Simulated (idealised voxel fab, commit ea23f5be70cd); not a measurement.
Title: Process Module voxel double patterning
For reference, the cross-section in this document is cut, with width 180 nm and square cells of 5 nm.
Cross-sections here: square-cell grids, written as top-down lists of bands, a band being one or more rows of cells. Per band: top height and bottom height in nm, followed by the left-to-right materials and their widths in nm; "all across" marks a single material spanning edge to edge, "blank" marks empty space. Height reference: 0 = level under which incoming wafer is all one material. Lowest band: no bottom, runs on downward, e.g. "0..down". Think of "30->40" as a width that walks from the first number to the second as you go down the band, top row to bottom row, taking equal-sized steps from row to row. The cross-section has no changed cell in any step marked "everything unchanged". Heads up: "Unvented cavities" only lists the empty pockets with no open path to the top that are 8 cells or more, and it writes them as width x height at distance, distance from the left edge, in nm. Post-settings text on a step line: simulator's own remark regarding the step. overlay nm: where the mask lay relative to plan, measured to the right, on steps with a mask; negatives go left.

## Listed below are the process steps as planned
1 op RECEIVE | material Si
2 op CONFORMAL_DEP | material SiO2 | thk nm 10
3 op DIRECTIONAL_DEP | material polySi | thk nm 20
4 op DIRECTIONAL_DEP | material SiN | thk nm 5
5 op DIRECTIONAL_DEP | material aC | thk nm 10
6 op PATTERN | tone open | mask id FIRST | material resist | width nm 15 | pitch nm 50 | thk nm 25 | overlay nm 0
7 op DIRECTIONAL_ETCH | etch materials aC | depth nm 10
8 op STRIP | etch materials resist
9 op DIRECTIONAL_ETCH | etch materials SiN | depth nm 5
10 op STRIP | etch materials aC
11 op DIRECTIONAL_DEP | material aC | thk nm 15
12 op PATTERN | tone open | mask id SECOND | material resist | width nm 15 | pitch nm 50 | thk nm 30 | overlay nm 0
13 op DIRECTIONAL_ETCH | etch materials aC | depth nm 15
14 op STRIP | etch materials resist
15 op DIRECTIONAL_ETCH | etch materials SiN | depth nm 5
16 op STRIP | etch materials aC
17 op DIRECTIONAL_ETCH | etch materials polySi | depth nm 20
18 op STRIP | etch materials SiN

## The first wafer of two, processed as planned

## This is the cross-section of the wafer as we received it, i.e. after step 1
* 0..down: Si all across
* Unvented cavities: none

## You're looking at a cross-section of the wafer after step 2
* 10..0: SiO2 all across
* All layers under 0 are left as they were.

## You're looking at a cross-section of the wafer after step 3
* 30..10: polySi all across
* All layers under 10 are left as they were.

## You're looking at a cross-section of the wafer after step 4
* 35..30: SiN all across
* All layers under 30 are left as they were.

## You're looking at a cross-section of the wafer after step 5
* 45..35: aC all across
* All layers under 35 are left as they were.

## You're looking at a cross-section of the wafer after step 6
* 70..45: 30 of resist / 15 of blank / 35 of resist / 15 of blank / 35 of resist / 15 of blank / 35 of resist
* All layers under 45 are left as they were.

## You're looking at a cross-section of the wafer after step 7
* 60..45: 30 of resist / 15 of blank / 35 of resist / 15 of blank / 35 of resist / 15 of blank / 35 of resist
* 45..35: 30 of aC / 15 of blank / 35 of aC / 15 of blank / 35 of aC / 15 of blank / 35 of aC
* All layers under 35 are left as they were.

## You're looking at a cross-section of the wafer after step 8
* 45..35: 30 of aC / 15 of blank / 35 of aC / 15 of blank / 35 of aC / 15 of blank / 35 of aC
* All layers under 35 are left as they were.

## You're looking at a cross-section of the wafer after step 9
* 45..35: 30 of aC / 15 of blank / 35 of aC / 15 of blank / 35 of aC / 15 of blank / 35 of aC
* 35..30: 30 of SiN / 15 of blank / 35 of SiN / 15 of blank / 35 of SiN / 15 of blank / 35 of SiN
* All layers under 30 are left as they were.

## You're looking at a cross-section of the wafer after step 10
* 35..30: 30 of SiN / 15 of blank / 35 of SiN / 15 of blank / 35 of SiN / 15 of blank / 35 of SiN
* All layers under 30 are left as they were.

## You're looking at a cross-section of the wafer after step 11
* 50..45: 30 of aC / 15 of blank / 35 of aC / 15 of blank / 35 of aC / 15 of blank / 35 of aC
* 45..35: aC all across
* 35..30: 30 of SiN / 15 of aC / 35 of SiN / 15 of aC / 35 of SiN / 15 of aC / 35 of SiN
* All layers under 30 are left as they were.

## You're looking at a cross-section of the wafer after step 12
* 80..50: 55 of resist / 15 of blank / 35 of resist / 15 of blank / 60 of resist
* 50..45: 30 of aC / 15 of resist / 35 of aC / 15 of resist / 35 of aC / 15 of resist / 35 of aC
* All layers under 45 are left as they were.

## You're looking at a cross-section of the wafer after step 13
* 65..50: 55 of resist / 15 of blank / 35 of resist / 15 of blank / 60 of resist
* 50..45: 30 of aC / 15 of resist / 10 of aC / 15 of blank / 10 of aC / 15 of resist / 10 of aC / 15 of blank / 10 of aC / 15 of resist / 35 of aC
* 45..35: 55 of aC / 15 of blank / 35 of aC / 15 of blank / 60 of aC
* All layers under 35 are left as they were.

## You're looking at a cross-section of the wafer after step 14
* 50..45: 30 of aC / 15 of blank / 10 of aC / 15 of blank / 10 of aC / 15 of blank / 10 of aC / 15 of blank / 10 of aC / 15 of blank / 35 of aC
* All layers under 45 are left as they were.

## You're looking at a cross-section of the wafer after step 15
* 50..45: 30 of aC / 15 of blank / 10 of aC / 15 of blank / 10 of aC / 15 of blank / 10 of aC / 15 of blank / 10 of aC / 15 of blank / 35 of aC
* 45..35: 55 of aC / 15 of blank / 35 of aC / 15 of blank / 60 of aC
* 35..30: 30 of SiN / 15 of aC / 10 of SiN / 15 of blank / 10 of SiN / 15 of aC / 10 of SiN / 15 of blank / 10 of SiN / 15 of aC / 35 of SiN
* All layers under 30 are left as they were.

## You're looking at a cross-section of the wafer after step 16
* 35..30: 30 of SiN / 15 of blank / 10 of SiN / 15 of blank / 10 of SiN / 15 of blank / 10 of SiN / 15 of blank / 10 of SiN / 15 of blank / 35 of SiN
* All layers under 30 are left as they were.

## You're looking at a cross-section of the wafer after step 17
* 35..30: 30 of SiN / 15 of blank / 10 of SiN / 15 of blank / 10 of SiN / 15 of blank / 10 of SiN / 15 of blank / 10 of SiN / 15 of blank / 35 of SiN
* 30..10: 30 of polySi / 15 of blank / 10 of polySi / 15 of blank / 10 of polySi / 15 of blank / 10 of polySi / 15 of blank / 10 of polySi / 15 of blank / 35 of polySi
* All layers under 10 are left as they were.

## You're looking at a cross-section of the wafer after step 18
* 30..10: 30 of polySi / 15 of blank / 10 of polySi / 15 of blank / 10 of polySi / 15 of blank / 10 of polySi / 15 of blank / 10 of polySi / 15 of blank / 35 of polySi
* All layers under 10 are left as they were.

## What follows concerns the second wafer, which started out like the first and was meant to follow the very same plan; one mistake crept in when it was run, but everything up to and including step 1 is the same as for the first wafer

Cross-section of the second wafer at the time by which step 2 should have been completed according to the plan: everything unchanged

## Cross-section of the second wafer at the time by which step 3 should have been completed according to the plan
* 20..0: polySi all across
* All layers under 0 are left as they were.

## Cross-section of the second wafer at the time by which step 4 should have been completed according to the plan
* 25..20: SiN all across
* All layers under 20 are left as they were.

## Cross-section of the second wafer at the time by which step 5 should have been completed according to the plan
* 35..25: aC all across
* All layers under 25 are left as they were.

## Cross-section of the second wafer at the time by which step 6 should have been completed according to the plan
* 60..35: 30 of resist / 15 of blank / 35 of resist / 15 of blank / 35 of resist / 15 of blank / 35 of resist
* All layers under 35 are left as they were.

## Cross-section of the second wafer at the time by which step 7 should have been completed according to the plan
* 50..35: 30 of resist / 15 of blank / 35 of resist / 15 of blank / 35 of resist / 15 of blank / 35 of resist
* 35..25: 30 of aC / 15 of blank / 35 of aC / 15 of blank / 35 of aC / 15 of blank / 35 of aC
* All layers under 25 are left as they were.

## Cross-section of the second wafer at the time by which step 8 should have been completed according to the plan
* 35..25: 30 of aC / 15 of blank / 35 of aC / 15 of blank / 35 of aC / 15 of blank / 35 of aC
* All layers under 25 are left as they were.

## Cross-section of the second wafer at the time by which step 9 should have been completed according to the plan
* 35..25: 30 of aC / 15 of blank / 35 of aC / 15 of blank / 35 of aC / 15 of blank / 35 of aC
* 25..20: 30 of SiN / 15 of blank / 35 of SiN / 15 of blank / 35 of SiN / 15 of blank / 35 of SiN
* All layers under 20 are left as they were.

## Cross-section of the second wafer at the time by which step 10 should have been completed according to the plan
* 25..20: 30 of SiN / 15 of blank / 35 of SiN / 15 of blank / 35 of SiN / 15 of blank / 35 of SiN
* All layers under 20 are left as they were.

## Cross-section of the second wafer at the time by which step 11 should have been completed according to the plan
* 40..35: 30 of aC / 15 of blank / 35 of aC / 15 of blank / 35 of aC / 15 of blank / 35 of aC
* 35..25: aC all across
* 25..20: 30 of SiN / 15 of aC / 35 of SiN / 15 of aC / 35 of SiN / 15 of aC / 35 of SiN
* All layers under 20 are left as they were.

## Cross-section of the second wafer at the time by which step 12 should have been completed according to the plan
* 70..40: 55 of resist / 15 of blank / 35 of resist / 15 of blank / 60 of resist
* 40..35: 30 of aC / 15 of resist / 35 of aC / 15 of resist / 35 of aC / 15 of resist / 35 of aC
* All layers under 35 are left as they were.

## Cross-section of the second wafer at the time by which step 13 should have been completed according to the plan
* 55..40: 55 of resist / 15 of blank / 35 of resist / 15 of blank / 60 of resist
* 40..35: 30 of aC / 15 of resist / 10 of aC / 15 of blank / 10 of aC / 15 of resist / 10 of aC / 15 of blank / 10 of aC / 15 of resist / 35 of aC
* 35..25: 55 of aC / 15 of blank / 35 of aC / 15 of blank / 60 of aC
* All layers under 25 are left as they were.

## Cross-section of the second wafer at the time by which step 14 should have been completed according to the plan
* 40..35: 30 of aC / 15 of blank / 10 of aC / 15 of blank / 10 of aC / 15 of blank / 10 of aC / 15 of blank / 10 of aC / 15 of blank / 35 of aC
* All layers under 35 are left as they were.

## Cross-section of the second wafer at the time by which step 15 should have been completed according to the plan
* 40..35: 30 of aC / 15 of blank / 10 of aC / 15 of blank / 10 of aC / 15 of blank / 10 of aC / 15 of blank / 10 of aC / 15 of blank / 35 of aC
* 35..25: 55 of aC / 15 of blank / 35 of aC / 15 of blank / 60 of aC
* 25..20: 30 of SiN / 15 of aC / 10 of SiN / 15 of blank / 10 of SiN / 15 of aC / 10 of SiN / 15 of blank / 10 of SiN / 15 of aC / 35 of SiN
* All layers under 20 are left as they were.

## Cross-section of the second wafer at the time by which step 16 should have been completed according to the plan
* 25..20: 30 of SiN / 15 of blank / 10 of SiN / 15 of blank / 10 of SiN / 15 of blank / 10 of SiN / 15 of blank / 10 of SiN / 15 of blank / 35 of SiN
* All layers under 20 are left as they were.

## Cross-section of the second wafer at the time by which step 17 should have been completed according to the plan
* 25..20: 30 of SiN / 15 of blank / 10 of SiN / 15 of blank / 10 of SiN / 15 of blank / 10 of SiN / 15 of blank / 10 of SiN / 15 of blank / 35 of SiN
* 20..0: 30 of polySi / 15 of blank / 10 of polySi / 15 of blank / 10 of polySi / 15 of blank / 10 of polySi / 15 of blank / 10 of polySi / 15 of blank / 35 of polySi
* All layers under 0 are left as they were.

## Cross-section of the second wafer at the time by which step 18 should have been completed according to the plan
* 20..0: 30 of polySi / 15 of blank / 10 of polySi / 15 of blank / 10 of polySi / 15 of blank / 10 of polySi / 15 of blank / 10 of polySi / 15 of blank / 35 of polySi
* All layers under 0 are left as they were.
Misprocessing identified: the plan's step 2 went unexecuted, having been skipped
At the finish, the second wafer shows more or fewer cells for some materials than the first does: 72 fewer of SiO2
